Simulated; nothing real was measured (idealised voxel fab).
process module | voxel fin reveal
cross-section cut | 215 nm wide | cells 5 nm
A cross-section is a grid of square cells, given in bands from the top down. A band is one or more rows of cells.
Each band's line starts with the height of the band's top and of its bottom, in nm. Then come its materials from left to right, each with its width in nm. One material with "throughout" fills the band from edge to edge. "air" is empty space.
Height 0 is the level under which the wafer as received is all one material. The lowest band goes on downwards, as in "0 down".
A width such as "30 to 40" changes by the same amount from each row of cells to the next, from the band's top row to its bottom row.
"no change" after a step means that no cell of the cross-section changed.
closed voids: empty space of 8 cells or more with no open way to the top, each as width x height at its distance from the left edge, in nm
after a step's settings: what the simulator itself notes on the step
overlay nm, on a step with a mask: how far to the right of its planned place the mask lay; to the left if negative
plan
1 op RECEIVE | material Si
2 op CONFORMAL_DEP | material SiN | thk nm 5
3 op MASKED_ETCH | tone cover | mask id FINS | width nm 15 | pitch nm 40 | etch materials SiN | depth nm 5 | overlay nm 0
4 op MASKED_ETCH | tone cover | mask id FINS | width nm 15 | pitch nm 40 | etch materials Si | depth nm 30 | overlay nm 0
5 op OXIDIZE | depth nm 5
6 op FILL_DEP | material SiO2 | thk nm 10
7 op CMP | height nm 5
8 op SELECTIVE_ETCH | etch materials SiO2 | depth nm 25
9 op STRIP | etch materials SiN
as received, after step 1
  0 down: Si throughout
  closed voids: none
a wafer at the end: this start, this plan, one mistake
  0 to -20: air 65 | Si 5 | air 35 | Si 5 | air 35 | Si 5 | air 65
  -20 to -25: SiO2 35 | air 30 | Si 5 | air 35 | Si 5 | air 35 | Si 5 | air 30 | SiO2 35
  -25 to -35: SiO2 65 | Si 5 | SiO2 35 | Si 5 | SiO2 35 | Si 5 | SiO2 65
  -35 down: Si throughout
  closed voids: none
what went wrong: steps 8 and 9 were swapped
